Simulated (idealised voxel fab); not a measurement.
Process module, titled voxel self aligned vias
In the cross-section labelled cut, the width is 285 nm and each square cell is 5 nm.
For the purposes of this document, a cross-section shall be understood as a grid of square cells, specified as bands listed in top-to-bottom order, each band consisting of one or more rows of cells. A band entry consists of two parts. The first gives the height of the band's top and the height of its bottom, in nm. The rest lists the band's materials from left to right, each with its width in nm. A single material labelled with the word "throughout" fills the band from edge to edge, and the word "empty" marks empty space. Height datum 0, below which the as-received substrate wafer is one material. Lowest band open at the bottom, running downward: "0 nm and below". Think of "30->40" as a width that walks from the first number to the second as you go down the band, top row to bottom row, taking equal-sized steps from row to row. Where a step carries "remains unaltered", the cross-section came out of it unchanged, cell for cell. Under "Sealed void inventory" you'll find the enclosed gaps, the ones with no way out to the top, that are 8 cells or bigger; each reads width x height at distance, with distance counted from the left edge, everything in nm. Formally, on a step line, whatever follows the settings is a remark that the simulator itself makes on the step. overlay nm: for a step with a mask, the amount by which the mask lay right of where it was planned; a negative amount means left of it.

# Steps in the process plan
step 1: RECEIVE,material Si
step 2: CONFORMAL_DEP,material SiO2,thk nm 10
step 3: CONFORMAL_DEP,material SiCN,thk nm 5
step 4: DIRECTIONAL_DEP,material lowk,thk nm 25
step 5: PATTERN,tone open,mask id LINES,material resist,width nm 25,pitch nm 70,thk nm 15,overlay nm 0
step 6: DIRECTIONAL_ETCH,etch materials lowk,depth nm 25
step 7: STRIP,etch materials resist
step 8: CONFORMAL_DEP,material TiN,thk nm 5
step 9: FILL_DEP,material Ru,thk nm 10
step 10: CMP,height nm 40
step 11: SELECTIVE_ETCH,etch materials W Ru TiN,depth nm 5
step 12: FILL_DEP,material SiN,thk nm 10
step 13: CMP,height nm 40
step 14: DIRECTIONAL_DEP,material lowk,thk nm 20
step 15: DIRECTIONAL_DEP,material aC,thk nm 15
step 16: PATTERN,tone open,mask id VIAS,material resist,width nm 45,pitch nm 70,thk nm 30,overlay nm 0
step 17: DIRECTIONAL_ETCH,etch materials aC,depth nm 15
step 18: STRIP,etch materials resist
step 19: DIRECTIONAL_ETCH,etch materials lowk,depth nm 20
step 20: DIRECTIONAL_ETCH,etch materials SiN,depth nm 5
step 21: STRIP,etch materials aC
step 22: CONFORMAL_DEP,material TiN,thk nm 5
step 23: FILL_DEP,material Cu,thk nm 10
step 24: CMP,height nm 60
step 25: CONFORMAL_DEP,material SiCN,thk nm 5

# Here's what the wafer looked like in cross-section when it arrived - that's after step 1
> 0 nm and below | Si throughout
> Sealed void inventory: none

# Module complete - cross-section of the first of two wafers, run according to plan
> 65 nm to 60 nm | SiCN throughout
> 60 nm to 45 nm | 85 lowk / 5 TiN / 35 Cu / 5 TiN / 25 lowk / 5 TiN / 35 Cu / 5 TiN / 85 lowk
> 45 nm to 40 nm | 85 lowk / 15 TiN / 15 Cu / 15 TiN / 25 lowk / 15 TiN / 15 Cu / 15 TiN / 85 lowk
> 40 nm to 35 nm | 95 lowk / 25 TiN / 45 lowk / 25 TiN / 95 lowk
> 35 nm to 20 nm | 95 lowk / 5 TiN / 15 Ru / 5 TiN / 45 lowk / 5 TiN / 15 Ru / 5 TiN / 95 lowk
> 20 nm to 15 nm | 95 lowk / 25 TiN / 45 lowk / 25 TiN / 95 lowk
> 15 nm to 10 nm | SiCN throughout
> 10 nm to 0 nm | SiO2 throughout
> 0 nm and below | Si throughout
> Sealed void inventory: none

# This cross-section belongs to the second wafer of two at the end of the module; the start and the plan were shared with the first, and the run included one mistake
> 65 nm to 60 nm | SiCN throughout
> 60 nm to 45 nm | 85 lowk / 5 TiN / 35 Cu / 5 TiN / 25 lowk / 5 TiN / 35 Cu / 5 TiN / 85 lowk
> 45 nm to 40 nm | 85 lowk / 15 TiN / 15 Cu / 15 TiN / 25 lowk / 15 TiN / 15 Cu / 15 TiN / 85 lowk
> 40 nm to 35 nm | 95 lowk / 25 TiN / 45 lowk / 25 TiN / 95 lowk
> 35 nm to 20 nm | 95 lowk / 5 TiN / 15 Ru / 5 TiN / 45 lowk / 5 TiN / 15 Ru / 5 TiN / 95 lowk
> 20 nm to 15 nm | 95 lowk / 25 TiN / 45 lowk / 25 TiN / 95 lowk
> 15 nm to 10 nm | TiN throughout
> 10 nm to 0 nm | SiO2 throughout
> 0 nm and below | Si throughout
> Sealed void inventory: none
Diagnosis: contrary to plan, step 3 was performed as CONFORMAL_DEP,material TiN,thk nm 5
Wrapping up, a cell-based count of both wafers puts the second over or under the first for these materials: -57 SiCN | +57 TiN
